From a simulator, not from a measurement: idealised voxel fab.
The name of this process module is voxel self aligned contacts.
295 nm wide, 5 nm square cells: that's cross-section cut.
If you're reading a cross-section in this doc, picture square cells in a grid; it comes to you as bands, top ones listed first down to the bottom, and a band can be one or more rows of cells.
Heads up on the band format: heights come first, top then bottom, in nm. After that it's the materials left to right, each with its width in nm. A single material flagged "everywhere" fills the whole band edge to edge, and "air" means there's empty space there.
Zero point of the height axis is 0; under it, received wafer = one material. Lowest band: continues down indefinitely, "z 0 and below".
So if you see something like "30 to 40" for the width, read it as the top row of the band sitting at the first number and the bottom row at the second, with every row in between moving by the same amount as the last.
It should be understood that the words "all unchanged", when stated for a given step, signify that the cross-section underwent no change in any of its cells during that step.
What "Cavities, sealed" gives you is every empty space of 8 cells or more that is cut off from the top. Each appears as width x height at distance, with the distance taken from the left edge and width, height and distance all in nm.
What comes after the settings on a step's line is commentary from the simulator itself on that step.
"overlay nm" answers the question of how far to the right of plan the mask lay on a step that has a mask, and when it is negative the answer is to the left.
Here's what the planned process steps look like:
step 1: RECEIVE | material Si
step 2: OXIDIZE | depth nm 5
step 3: DIRECTIONAL_DEP | material polySi | thk nm 30
step 4: DIRECTIONAL_DEP | material SiN | thk nm 20
step 5: DIRECTIONAL_DEP | material aC | thk nm 10
step 6: PATTERN | tone cover | mask id GATE | material resist | width nm 25 | pitch nm 50 | thk nm 25 | overlay nm 0
step 7: DIRECTIONAL_ETCH | etch materials aC | depth nm 10
step 8: STRIP | etch materials resist
step 9: DIRECTIONAL_ETCH | etch materials SiN | depth nm 20
step 10: DIRECTIONAL_ETCH | etch materials polySi | depth nm 30
step 11: STRIP | etch materials aC
step 12: CONFORMAL_DEP | material SiN | thk nm 5
step 13: DIRECTIONAL_ETCH | etch materials SiN | depth nm 5
step 14: FILL_DEP | material SiO2 | thk nm 15
step 15: CMP | height nm 60
step 16: DIRECTIONAL_DEP | material aC | thk nm 15
step 17: PATTERN | tone open | mask id CONTACT | material resist | width nm 35 | pitch nm 50 | thk nm 30 | overlay nm 0
step 18: DIRECTIONAL_ETCH | etch materials aC | depth nm 15
step 19: STRIP | etch materials resist
step 20: DIRECTIONAL_ETCH | etch materials SiO2 | depth nm 65
step 21: STRIP | etch materials aC
step 22: CONFORMAL_DEP | material TiN | thk nm 5
step 23: FILL_DEP | material Ru | thk nm 5
step 24: CMP | height nm 60
step 25: CONFORMAL_DEP | material SiN | thk nm 5
Of two wafers, the first: run according to plan:
So this is the incoming wafer in cross-section - it's already been through step 1:
  z 0 and below: Si everywhere
  Cavities, sealed: none
Wafer section view after processing step 2:
  z 0 to -5: SiO2 everywhere
  Heights below -5 show no change.
Wafer section view after processing step 3:
  z 30 to 0: polySi everywhere
  Heights below 0 show no change.
Wafer section view after processing step 4:
  z 50 to 30: SiN everywhere
  Heights below 30 show no change.
Wafer section view after processing step 5:
  z 60 to 50: aC everywhere
  Heights below 50 show no change.
Wafer section view after processing step 6:
  z 85 to 60: 85 of air | 25 of resist | 25 of air | 25 of resist | 25 of air | 25 of resist | 85 of air
  Heights below 60 show no change.
Wafer section view after processing step 7:
  z 75 to 60: 85 of air | 25 of resist | 25 of air | 25 of resist | 25 of air | 25 of resist | 85 of air
  z 60 to 50: 85 of air | 25 of aC | 25 of air | 25 of aC | 25 of air | 25 of aC | 85 of air
  Heights below 50 show no change.
Wafer section view after processing step 8:
  z 60 to 50: 85 of air | 25 of aC | 25 of air | 25 of aC | 25 of air | 25 of aC | 85 of air
  Heights below 50 show no change.
Wafer section view after processing step 9:
  z 60 to 50: 85 of air | 25 of aC | 25 of air | 25 of aC | 25 of air | 25 of aC | 85 of air
  z 50 to 30: 85 of air | 25 of SiN | 25 of air | 25 of SiN | 25 of air | 25 of SiN | 85 of air
  Heights below 30 show no change.
Wafer section view after processing step 10:
  z 60 to 50: 85 of air | 25 of aC | 25 of air | 25 of aC | 25 of air | 25 of aC | 85 of air
  z 50 to 30: 85 of air | 25 of SiN | 25 of air | 25 of SiN | 25 of air | 25 of SiN | 85 of air
  z 30 to 0: 85 of air | 25 of polySi | 25 of air | 25 of polySi | 25 of air | 25 of polySi | 85 of air
  Heights below 0 show no change.
Wafer section view after processing step 11:
  z 50 to 30: 85 of air | 25 of SiN | 25 of air | 25 of SiN | 25 of air | 25 of SiN | 85 of air
  Heights below 30 show no change.
Wafer section view after processing step 12:
  z 55 to 30: 80 of air | 35 of SiN | 15 of air | 35 of SiN | 15 of air | 35 of SiN | 80 of air
  z 30 to 5: 80 of air | 5 of SiN | 25 of polySi | 5 of SiN | 15 of air | 5 of SiN | 25 of polySi | 5 of SiN | 15 of air | 5 of SiN | 25 of polySi | 5 of SiN | 80 of air
  z 5 to 0: 85 of SiN | 25 of polySi | 25 of SiN | 25 of polySi | 25 of SiN | 25 of polySi | 85 of SiN
  Heights below 0 show no change.
Wafer section view after processing step 13:
  z 50 to 30: 80 of air | 35 of SiN | 15 of air | 35 of SiN | 15 of air | 35 of SiN | 80 of air
  z 30 to 0: 80 of air | 5 of SiN | 25 of polySi | 5 of SiN | 15 of air | 5 of SiN | 25 of polySi | 5 of SiN | 15 of air | 5 of SiN | 25 of polySi | 5 of SiN | 80 of air
  Heights below 0 show no change.
Wafer section view after processing step 14:
  z 65 to 50: SiO2 everywhere
  z 50 to 30: 80 of SiO2 | 35 of SiN | 15 of SiO2 | 35 of SiN | 15 of SiO2 | 35 of SiN | 80 of SiO2
  z 30 to 0: 80 of SiO2 | 5 of SiN | 25 of polySi | 5 of SiN | 15 of SiO2 | 5 of SiN | 25 of polySi | 5 of SiN | 15 of SiO2 | 5 of SiN | 25 of polySi | 5 of SiN | 80 of SiO2
  Heights below 0 show no change.
Wafer section view after processing step 15:
  z 60 to 50: SiO2 everywhere
  Heights below 50 show no change.
Wafer section view after processing step 16:
  z 75 to 60: aC everywhere
  Heights below 60 show no change.
Wafer section view after processing step 17:
  z 105 to 75: 105 of resist | 35 of air | 15 of resist | 35 of air | 105 of resist
  Heights below 75 show no change.
Wafer section view after processing step 18:
  z 90 to 75: 105 of resist | 35 of air | 15 of resist | 35 of air | 105 of resist
  z 75 to 60: 105 of aC | 35 of air | 15 of aC | 35 of air | 105 of aC
  Heights below 60 show no change.
Wafer section view after processing step 19:
  z 75 to 60: 105 of aC | 35 of air | 15 of aC | 35 of air | 105 of aC
  Heights below 60 show no change.
Wafer section view after processing step 20:
  z 75 to 60: 105 of aC | 35 of air | 15 of aC | 35 of air | 105 of aC
  z 60 to 50: 105 of SiO2 | 35 of air | 15 of SiO2 | 35 of air | 105 of SiO2
  z 50 to 30: 80 of SiO2 | 35 of SiN | 15 of air | 35 of SiN | 15 of air | 35 of SiN | 80 of SiO2
  z 30 to 0: 80 of SiO2 | 5 of SiN | 25 of polySi | 5 of SiN | 15 of air | 5 of SiN | 25 of polySi | 5 of SiN | 15 of air | 5 of SiN | 25 of polySi | 5 of SiN | 80 of SiO2
  z 0 to -5: 115 of SiO2 | 15 of air | 35 of SiO2 | 15 of air | 115 of SiO2
  Heights below -5 show no change.
Wafer section view after processing step 21:
  z 60 to 50: 105 of SiO2 | 35 of air | 15 of SiO2 | 35 of air | 105 of SiO2
  Heights below 50 show no change.
Wafer section view after processing step 22:
  z 65 to 60: 110 of TiN | 25 of air | 25 of TiN | 25 of air | 110 of TiN
  z 60 to 50: 105 of SiO2 | 5 to 15 of TiN | 25 to 5 of air | 5 to 15 of TiN | 15 of SiO2 | 5 to 15 of TiN | 25 to 5 of air | 5 to 15 of TiN | 105 of SiO2
  z 50 to 30: 80 of SiO2 | 35 of SiN | 5 of TiN | 5 of air | 5 of TiN | 35 of SiN | 5 of TiN | 5 of air | 5 of TiN | 35 of SiN | 80 of SiO2
  z 30 to 0: 80 of SiO2 | 5 of SiN | 25 of polySi | 5 of SiN | 5 of TiN | 5 of air | 5 of TiN | 5 of SiN | 25 of polySi | 5 of SiN | 5 of TiN | 5 of air | 5 of TiN | 5 of SiN | 25 of polySi | 5 of SiN | 80 of SiO2
  z 0 to -5: 115 of SiO2 | 15 of TiN | 35 of SiO2 | 15 of TiN | 115 of SiO2
  Heights below -5 show no change.
Wafer section view after processing step 23:
  z 70 to 65: Ru everywhere
  z 65 to 60: 110 of TiN | 25 of Ru | 25 of TiN | 25 of Ru | 110 of TiN
  z 60 to 50: 105 of SiO2 | 5 to 15 of TiN | 25 to 5 of Ru | 5 to 15 of TiN | 15 of SiO2 | 5 to 15 of TiN | 25 to 5 of Ru | 5 to 15 of TiN | 105 of SiO2
  z 50 to 30: 80 of SiO2 | 35 of SiN | 5 of TiN | 5 of Ru | 5 of TiN | 35 of SiN | 5 of TiN | 5 of Ru | 5 of TiN | 35 of SiN | 80 of SiO2
  z 30 to 0: 80 of SiO2 | 5 of SiN | 25 of polySi | 5 of SiN | 5 of TiN | 5 of Ru | 5 of TiN | 5 of SiN | 25 of polySi | 5 of SiN | 5 of TiN | 5 of Ru | 5 of TiN | 5 of SiN | 25 of polySi | 5 of SiN | 80 of SiO2
  Heights below 0 show no change.
Wafer section view after processing step 24:
  z 60 to 50: 105 of SiO2 | 5 to 15 of TiN | 25 to 5 of Ru | 5 to 15 of TiN | 15 of SiO2 | 5 to 15 of TiN | 25 to 5 of Ru | 5 to 15 of TiN | 105 of SiO2
  Heights below 50 show no change.
Wafer section view after processing step 25:
  z 65 to 60: SiN everywhere
  Heights below 60 show no change.
The Second Wafer: Common Origin and Plan, One Mistake in Execution, Identical to the First Through Step 11:
Cross-section of the second wafer corresponding to the planned conclusion of step 12:
  z 55 to 50: 80 of air | 35 of SiO2 | 15 of air | 35 of SiO2 | 15 of air | 35 of SiO2 | 80 of air
  z 50 to 30: 80 of air | 5 of SiO2 | 25 of SiN | 5 of SiO2 | 15 of air | 5 of SiO2 | 25 of SiN | 5 of SiO2 | 15 of air | 5 of SiO2 | 25 of SiN | 5 of SiO2 | 80 of air
  z 30 to 5: 80 of air | 5 of SiO2 | 25 of polySi | 5 of SiO2 | 15 of air | 5 of SiO2 | 25 of polySi | 5 of SiO2 | 15 of air | 5 of SiO2 | 25 of polySi | 5 of SiO2 | 80 of air
  z 5 to 0: 85 of SiO2 | 25 of polySi | 25 of SiO2 | 25 of polySi | 25 of SiO2 | 25 of polySi | 85 of SiO2
  Heights below 0 show no change.
Cross-section of the second wafer corresponding to the planned conclusion of step 13: all unchanged
Cross-section of the second wafer corresponding to the planned conclusion of step 14:
  z 70 to 50: SiO2 everywhere
  z 50 to 30: 85 of SiO2 | 25 of SiN | 25 of SiO2 | 25 of SiN | 25 of SiO2 | 25 of SiN | 85 of SiO2
  z 30 to 0: 85 of SiO2 | 25 of polySi | 25 of SiO2 | 25 of polySi | 25 of SiO2 | 25 of polySi | 85 of SiO2
  Heights below 0 show no change.
Cross-section of the second wafer corresponding to the planned conclusion of step 15:
  z 60 to 50: SiO2 everywhere
  Heights below 50 show no change.
Cross-section of the second wafer corresponding to the planned conclusion of step 16:
  z 75 to 60: aC everywhere
  Heights below 60 show no change.
Cross-section of the second wafer corresponding to the planned conclusion of step 17:
  z 105 to 75: 105 of resist | 35 of air | 15 of resist | 35 of air | 105 of resist
  Heights below 75 show no change.
Cross-section of the second wafer corresponding to the planned conclusion of step 18:
  z 90 to 75: 105 of resist | 35 of air | 15 of resist | 35 of air | 105 of resist
  z 75 to 60: 105 of aC | 35 of air | 15 of aC | 35 of air | 105 of aC
  Heights below 60 show no change.
Cross-section of the second wafer corresponding to the planned conclusion of step 19:
  z 75 to 60: 105 of aC | 35 of air | 15 of aC | 35 of air | 105 of aC
  Heights below 60 show no change.
Cross-section of the second wafer corresponding to the planned conclusion of step 20:
  z 75 to 60: 105 of aC | 35 of air | 15 of aC | 35 of air | 105 of aC
  z 60 to 50: 105 of SiO2 | 35 of air | 15 of SiO2 | 35 of air | 105 of SiO2
  z 50 to 30: 85 of SiO2 | 25 of SiN | 25 of air | 25 of SiN | 25 of air | 25 of SiN | 85 of SiO2
  z 30 to 0: 85 of SiO2 | 25 of polySi | 25 of air | 25 of polySi | 25 of air | 25 of polySi | 85 of SiO2
  z 0 to -5: 110 of SiO2 | 25 of air | 25 of SiO2 | 25 of air | 110 of SiO2
  Heights below -5 show no change.
Cross-section of the second wafer corresponding to the planned conclusion of step 21:
  z 60 to 50: 105 of SiO2 | 35 of air | 15 of SiO2 | 35 of air | 105 of SiO2
  Heights below 50 show no change.
Cross-section of the second wafer corresponding to the planned conclusion of step 22:
  z 65 to 60: 110 of TiN | 25 of air | 25 of TiN | 25 of air | 110 of TiN
  z 60 to 50: 105 of SiO2 | 5 to 10 of TiN | 25 to 15 of air | 5 to 10 of TiN | 15 of SiO2 | 5 to 10 of TiN | 25 to 15 of air | 5 to 10 of TiN | 105 of SiO2
  z 50 to 30: 85 of SiO2 | 25 of SiN | 5 of TiN | 15 of air | 5 of TiN | 25 of SiN | 5 of TiN | 15 of air | 5 of TiN | 25 of SiN | 85 of SiO2
  z 30 to 0: 85 of SiO2 | 25 of polySi | 5 of TiN | 15 of air | 5 of TiN | 25 of polySi | 5 of TiN | 15 of air | 5 of TiN | 25 of polySi | 85 of SiO2
  z 0 to -5: 110 of SiO2 | 25 of TiN | 25 of SiO2 | 25 of TiN | 110 of SiO2
  Heights below -5 show no change.
Cross-section of the second wafer corresponding to the planned conclusion of step 23:
  z 70 to 65: Ru everywhere
  z 65 to 60: 110 of TiN | 25 of Ru | 25 of TiN | 25 of Ru | 110 of TiN
  z 60 to 50: 105 of SiO2 | 5 to 10 of TiN | 25 to 15 of Ru | 5 to 10 of TiN | 15 of SiO2 | 5 to 10 of TiN | 25 to 15 of Ru | 5 to 10 of TiN | 105 of SiO2
  z 50 to 30: 85 of SiO2 | 25 of SiN | 5 of TiN | 15 of Ru | 5 of TiN | 25 of SiN | 5 of TiN | 15 of Ru | 5 of TiN | 25 of SiN | 85 of SiO2
  z 30 to 0: 85 of SiO2 | 25 of polySi | 5 of TiN | 15 of Ru | 5 of TiN | 25 of polySi | 5 of TiN | 15 of Ru | 5 of TiN | 25 of polySi | 85 of SiO2
  Heights below 0 show no change.
Cross-section of the second wafer corresponding to the planned conclusion of step 24:
  z 60 to 50: 105 of SiO2 | 5 to 10 of TiN | 25 to 15 of Ru | 5 to 10 of TiN | 15 of SiO2 | 5 to 10 of TiN | 25 to 15 of Ru | 5 to 10 of TiN | 105 of SiO2
  Heights below 50 show no change.
Cross-section of the second wafer corresponding to the planned conclusion of step 25:
  z 65 to 60: SiN everywhere
  Heights below 60 show no change.
Diagnosis: step 12 was processed under conditions differing from the plan, specifically as CONFORMAL_DEP | material SiO2 | thk nm 5
Final comparison by cell count, materials where the second wafer has more or fewer than the first: +44 Ru; -60 SiN; +16 SiO2
